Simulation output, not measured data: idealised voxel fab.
The document below concerns the process module designated voxel capacitor over wiring.
For reference, the cross-section in this document is cut, with width 240 nm and square cells of 5 nm.
Square cells in a grid make up a cross-section in this document, and the grid is given as bands, listed from the top down, each one or more rows of cells. The entry gives the band's vertical extent as a top height and a bottom height in nm, then its horizontal make-up as materials from left to right, each with a width in nm. "air" stands for empty space; a single material marked "full width" fills the band edge to edge. Note: height 0 marks the level under which the wafer is uniformly one material as received. Lowest band unbounded below, written "top 0, no bottom". Think of "30->40" as a width that walks from the first number to the second as you go down the band, top row to bottom row, taking equal-sized steps from row to row. Where the words "nothing altered" appear for a step, the cross-section shows no cell changed by that step; every cell remained as before. Any empty space of 8 cells or more lacking an open way to the top shows up in "Catalogued sealed voids" as width x height at distance, distance from the left edge, in nm. Note: text after step settings on the step line = simulator remark on that step. "overlay nm" on a masked step: distance the mask lay right of its planned place, negative for left.
HERE'S WHAT THE PLANNED PROCESS STEPS LOOK LIKE
1 RECEIVE,material Si
2 CONFORMAL_DEP,material SiO2,thk nm 10
3 CONFORMAL_DEP,material SiN,thk nm 5
4 DIRECTIONAL_DEP,material lowk,thk nm 25
5 MASKED_ETCH,tone open,mask id METAL_1,width nm 20,pitch nm 80,etch materials lowk,depth nm 25,overlay nm 0
6 MASKED_ETCH,tone open,mask id METAL_1,width nm 20,pitch nm 80,etch materials SiN,depth nm 5,overlay nm 0
7 CONFORMAL_DEP,material TiN,thk nm 5
8 FILL_DEP,material Cu,thk nm 5
9 CMP,height nm 40
10 EPI,material Ru,thk nm 5
11 FILL_DEP,material SiCN,thk nm 5
12 DIRECTIONAL_DEP,material SiO2,thk nm 10
13 PATTERN,tone open,mask id PLUG_1,material resist,width nm 15,thk nm 15,overlay nm 0
14 DIRECTIONAL_ETCH,etch materials SiO2,depth nm 10
15 DIRECTIONAL_ETCH,etch materials SiCN,depth nm 5
16 STRIP,etch materials resist
17 CONFORMAL_DEP,material TiN,thk nm 5
18 FILL_DEP,material Ru,thk nm 5
19 CMP,height nm 60
20 DIRECTIONAL_DEP,material TiN,thk nm 5
21 DIRECTIONAL_DEP,material HfO2,thk nm 5
22 DIRECTIONAL_DEP,material TiN,thk nm 10
23 MASKED_ETCH,tone cover,mask id UPPER_PLATE,width nm 65,etch materials TiN,depth nm 10,overlay nm 0
24 MASKED_ETCH,tone cover,mask id UPPER_PLATE,width nm 65,etch materials HfO2,depth nm 5,overlay nm 0
25 MASKED_ETCH,tone cover,mask id LOWER_PLATE,width nm 75,etch materials TiN,depth nm 5,overlay nm 0
26 FILL_DEP,material SiO2,thk nm 20
27 CMP,height nm 95
28 PATTERN,tone open,mask id PLUG_2,material resist,width nm 15,thk nm 20,overlay nm 0
29 DIRECTIONAL_ETCH,etch materials SiO2,depth nm 15
30 STRIP,etch materials resist
31 CONFORMAL_DEP,material TiN,thk nm 5
32 FILL_DEP,material Cu,thk nm 5
33 CMP,height nm 95
34 CONFORMAL_DEP,material SiCN,thk nm 5
FIRST OF TWO WAFERS - AS PLANNED
DELIVERED WAFER IN CROSS-SECTION: STATE AFTER STEP 1
> top 0, no bottom: Si full width
> Catalogued sealed voids: none
CROSS-SECTION OF THE WAFER AFTER STEP 2
> top 10, bottom 0: SiO2 full width
> Beneath the level 0, the cross-section is identical to its previous state.
CROSS-SECTION OF THE WAFER AFTER STEP 3
> top 15, bottom 10: SiN full width
> Beneath the level 10, the cross-section is identical to its previous state.
CROSS-SECTION OF THE WAFER AFTER STEP 4
> top 40, bottom 15: lowk full width
> Beneath the level 15, the cross-section is identical to its previous state.
CROSS-SECTION OF THE WAFER AFTER STEP 5
> top 40, bottom 15: 70 lowk, 20 air, 60 lowk, 20 air, 70 lowk
> Beneath the level 15, the cross-section is identical to its previous state.
CROSS-SECTION OF THE WAFER AFTER STEP 6
> top 40, bottom 15: 70 lowk, 20 air, 60 lowk, 20 air, 70 lowk
> top 15, bottom 10: 70 SiN, 20 air, 60 SiN, 20 air, 70 SiN
> Beneath the level 10, the cross-section is identical to its previous state.
CROSS-SECTION OF THE WAFER AFTER STEP 7
> top 45, bottom 40: 75 TiN, 10 air, 70 TiN, 10 air, 75 TiN
> top 40, bottom 15: 70 lowk, 5 TiN, 10 air, 5 TiN, 60 lowk, 5 TiN, 10 air, 5 TiN, 70 lowk
> top 15, bottom 10: 70 SiN, 20 TiN, 60 SiN, 20 TiN, 70 SiN
> Beneath the level 10, the cross-section is identical to its previous state.
CROSS-SECTION OF THE WAFER AFTER STEP 8
> top 50, bottom 45: Cu full width
> top 45, bottom 40: 75 TiN, 10 Cu, 70 TiN, 10 Cu, 75 TiN
> top 40, bottom 15: 70 lowk, 5 TiN, 10 Cu, 5 TiN, 60 lowk, 5 TiN, 10 Cu, 5 TiN, 70 lowk
> Beneath the level 15, the cross-section is identical to its previous state.
CROSS-SECTION OF THE WAFER AFTER STEP 9
> top 40, bottom 15: 70 lowk, 5 TiN, 10 Cu, 5 TiN, 60 lowk, 5 TiN, 10 Cu, 5 TiN, 70 lowk
> Beneath the level 15, the cross-section is identical to its previous state.
CROSS-SECTION OF THE WAFER AFTER STEP 10
> top 45, bottom 40: 65 air, 30 Ru, 50 air, 30 Ru, 65 air
> Beneath the level 40, the cross-section is identical to its previous state.
CROSS-SECTION OF THE WAFER AFTER STEP 11
> top 50, bottom 45: SiCN full width
> top 45, bottom 40: 65 SiCN, 30 Ru, 50 SiCN, 30 Ru, 65 SiCN
> Beneath the level 40, the cross-section is identical to its previous state.
CROSS-SECTION OF THE WAFER AFTER STEP 12
> top 60, bottom 50: SiO2 full width
> Beneath the level 50, the cross-section is identical to its previous state.
CROSS-SECTION OF THE WAFER AFTER STEP 13
> top 75, bottom 60: 75 resist, 15 air, 150 resist
> Beneath the level 60, the cross-section is identical to its previous state.
CROSS-SECTION OF THE WAFER AFTER STEP 14
> top 75, bottom 60: 75 resist, 15 air, 150 resist
> top 60, bottom 50: 75 SiO2, 15 air, 150 SiO2
> Beneath the level 50, the cross-section is identical to its previous state.
CROSS-SECTION OF THE WAFER AFTER STEP 15
> top 75, bottom 60: 75 resist, 15 air, 150 resist
> top 60, bottom 50: 75 SiO2, 15 air, 150 SiO2
> top 50, bottom 45: 75 SiCN, 15 air, 150 SiCN
> Beneath the level 45, the cross-section is identical to its previous state.
CROSS-SECTION OF THE WAFER AFTER STEP 16
> top 60, bottom 50: 75 SiO2, 15 air, 150 SiO2
> Beneath the level 50, the cross-section is identical to its previous state.
CROSS-SECTION OF THE WAFER AFTER STEP 17
> top 65, bottom 60: 80 TiN, 5 air, 155 TiN
> top 60, bottom 50: 75 SiO2, 5 TiN, 5 air, 5 TiN, 150 SiO2
> top 50, bottom 45: 75 SiCN, 15 TiN, 150 SiCN
> Beneath the level 45, the cross-section is identical to its previous state.
CROSS-SECTION OF THE WAFER AFTER STEP 18
> top 70, bottom 65: Ru full width
> top 65, bottom 60: 80 TiN, 5 Ru, 155 TiN
> top 60, bottom 50: 75 SiO2, 5 TiN, 5 Ru, 5 TiN, 150 SiO2
> Beneath the level 50, the cross-section is identical to its previous state.
CROSS-SECTION OF THE WAFER AFTER STEP 19
> top 60, bottom 50: 75 SiO2, 5 TiN, 5 Ru, 5 TiN, 150 SiO2
> Beneath the level 50, the cross-section is identical to its previous state.
CROSS-SECTION OF THE WAFER AFTER STEP 20
> top 65, bottom 60: TiN full width
> Beneath the level 60, the cross-section is identical to its previous state.
CROSS-SECTION OF THE WAFER AFTER STEP 21
> top 70, bottom 65: HfO2 full width
> Beneath the level 65, the cross-section is identical to its previous state.
CROSS-SECTION OF THE WAFER AFTER STEP 22
> top 80, bottom 70: TiN full width
> Beneath the level 70, the cross-section is identical to its previous state.
CROSS-SECTION OF THE WAFER AFTER STEP 23
> top 80, bottom 70: 75 air, 65 TiN, 100 air
> Beneath the level 70, the cross-section is identical to its previous state.
CROSS-SECTION OF THE WAFER AFTER STEP 24
> top 80, bottom 70: 75 air, 65 TiN, 100 air
> top 70, bottom 65: 75 air, 65 HfO2, 100 air
> Beneath the level 65, the cross-section is identical to its previous state.
CROSS-SECTION OF THE WAFER AFTER STEP 25
> top 80, bottom 70: 75 air, 65 TiN, 100 air
> top 70, bottom 65: 75 air, 65 HfO2, 100 air
> top 65, bottom 60: 70 air, 75 TiN, 95 air
> Beneath the level 60, the cross-section is identical to its previous state.
CROSS-SECTION OF THE WAFER AFTER STEP 26
> top 100, bottom 80: SiO2 full width
> top 80, bottom 70: 75 SiO2, 65 TiN, 100 SiO2
> top 70, bottom 65: 75 SiO2, 65 HfO2, 100 SiO2
> top 65, bottom 60: 70 SiO2, 75 TiN, 95 SiO2
> Beneath the level 60, the cross-section is identical to its previous state.
CROSS-SECTION OF THE WAFER AFTER STEP 27
> top 95, bottom 80: SiO2 full width
> Beneath the level 80, the cross-section is identical to its previous state.
CROSS-SECTION OF THE WAFER AFTER STEP 28
> top 115, bottom 95: 85 resist, 15 air, 140 resist
> Beneath the level 95, the cross-section is identical to its previous state.
CROSS-SECTION OF THE WAFER AFTER STEP 29
> top 115, bottom 95: 85 resist, 15 air, 140 resist
> top 95, bottom 80: 85 SiO2, 15 air, 140 SiO2
> Beneath the level 80, the cross-section is identical to its previous state.
CROSS-SECTION OF THE WAFER AFTER STEP 30
> top 95, bottom 80: 85 SiO2, 15 air, 140 SiO2
> Beneath the level 80, the cross-section is identical to its previous state.
CROSS-SECTION OF THE WAFER AFTER STEP 31
> top 100, bottom 95: 90 TiN, 5 air, 145 TiN
> top 95, bottom 85: 85 SiO2, 5 TiN, 5 air, 5 TiN, 140 SiO2
> top 85, bottom 80: 85 SiO2, 15 TiN, 140 SiO2
> Beneath the level 80, the cross-section is identical to its previous state.
CROSS-SECTION OF THE WAFER AFTER STEP 32
> top 105, bottom 100: Cu full width
> top 100, bottom 95: 90 TiN, 5 Cu, 145 TiN
> top 95, bottom 85: 85 SiO2, 5 TiN, 5 Cu, 5 TiN, 140 SiO2
> Beneath the level 85, the cross-section is identical to its previous state.
CROSS-SECTION OF THE WAFER AFTER STEP 33
> top 95, bottom 85: 85 SiO2, 5 TiN, 5 Cu, 5 TiN, 140 SiO2
> Beneath the level 85, the cross-section is identical to its previous state.
CROSS-SECTION OF THE WAFER AFTER STEP 34
> top 100, bottom 95: SiCN full width
> Beneath the level 95, the cross-section is identical to its previous state.
SECOND WAFER (IDENTICAL START AND PLAN, ONE PROCESSING ERROR; MATCHES FIRST WAFER THROUGH STEP 22)
HERE IS THE SECOND WAFER IN CROSS-SECTION AT THE POINT WHERE STEP 23 OF THE PLAN SHOULD HAVE BEEN DONE
> top 80, bottom 70: 75 TiN, 65 air, 100 TiN
> Beneath the level 70, the cross-section is identical to its previous state.
Here is the second wafer in cross-section at the point where step 24 of the plan should have been done: nothing altered
HERE IS THE SECOND WAFER IN CROSS-SECTION AT THE POINT WHERE STEP 25 OF THE PLAN SHOULD HAVE BEEN DONE
> top 80, bottom 75: 70 air, 5 TiN, 65 air, 5 TiN, 95 air
> Beneath the level 75, the cross-section is identical to its previous state.
HERE IS THE SECOND WAFER IN CROSS-SECTION AT THE POINT WHERE STEP 26 OF THE PLAN SHOULD HAVE BEEN DONE
> top 100, bottom 80: SiO2 full width
> top 80, bottom 75: 70 SiO2, 5 TiN, 65 SiO2, 5 TiN, 95 SiO2
> top 75, bottom 70: 75 TiN, 65 SiO2, 100 TiN
> Beneath the level 70, the cross-section is identical to its previous state.
HERE IS THE SECOND WAFER IN CROSS-SECTION AT THE POINT WHERE STEP 27 OF THE PLAN SHOULD HAVE BEEN DONE
> top 95, bottom 80: SiO2 full width
> Beneath the level 80, the cross-section is identical to its previous state.
HERE IS THE SECOND WAFER IN CROSS-SECTION AT THE POINT WHERE STEP 28 OF THE PLAN SHOULD HAVE BEEN DONE
> top 115, bottom 95: 85 resist, 15 air, 140 resist
> Beneath the level 95, the cross-section is identical to its previous state.
HERE IS THE SECOND WAFER IN CROSS-SECTION AT THE POINT WHERE STEP 29 OF THE PLAN SHOULD HAVE BEEN DONE
> top 115, bottom 95: 85 resist, 15 air, 140 resist
> top 95, bottom 80: 85 SiO2, 15 air, 140 SiO2
> Beneath the level 80, the cross-section is identical to its previous state.
HERE IS THE SECOND WAFER IN CROSS-SECTION AT THE POINT WHERE STEP 30 OF THE PLAN SHOULD HAVE BEEN DONE
> top 95, bottom 80: 85 SiO2, 15 air, 140 SiO2
> Beneath the level 80, the cross-section is identical to its previous state.
HERE IS THE SECOND WAFER IN CROSS-SECTION AT THE POINT WHERE STEP 31 OF THE PLAN SHOULD HAVE BEEN DONE
> top 100, bottom 95: 90 TiN, 5 air, 145 TiN
> top 95, bottom 85: 85 SiO2, 5 TiN, 5 air, 5 TiN, 140 SiO2
> top 85, bottom 80: 85 SiO2, 15 TiN, 140 SiO2
> Beneath the level 80, the cross-section is identical to its previous state.
HERE IS THE SECOND WAFER IN CROSS-SECTION AT THE POINT WHERE STEP 32 OF THE PLAN SHOULD HAVE BEEN DONE
> top 105, bottom 100: Cu full width
> top 100, bottom 95: 90 TiN, 5 Cu, 145 TiN
> top 95, bottom 85: 85 SiO2, 5 TiN, 5 Cu, 5 TiN, 140 SiO2
> Beneath the level 85, the cross-section is identical to its previous state.
HERE IS THE SECOND WAFER IN CROSS-SECTION AT THE POINT WHERE STEP 33 OF THE PLAN SHOULD HAVE BEEN DONE
> top 95, bottom 85: 85 SiO2, 5 TiN, 5 Cu, 5 TiN, 140 SiO2
> Beneath the level 85, the cross-section is identical to its previous state.
HERE IS THE SECOND WAFER IN CROSS-SECTION AT THE POINT WHERE STEP 34 OF THE PLAN SHOULD HAVE BEEN DONE
> top 100, bottom 95: SiCN full width
> Beneath the level 95, the cross-section is identical to its previous state.
Plan not followed: planned and actual differ for step 23; actual: MASKED_ETCH,tone open,mask id UPPER_PLATE,width nm 65,etch materials TiN,depth nm 10,overlay nm 0
Cell-count delta at end, second wafer over first, by material: +35 HfO2, -79 SiO2, +44 TiN
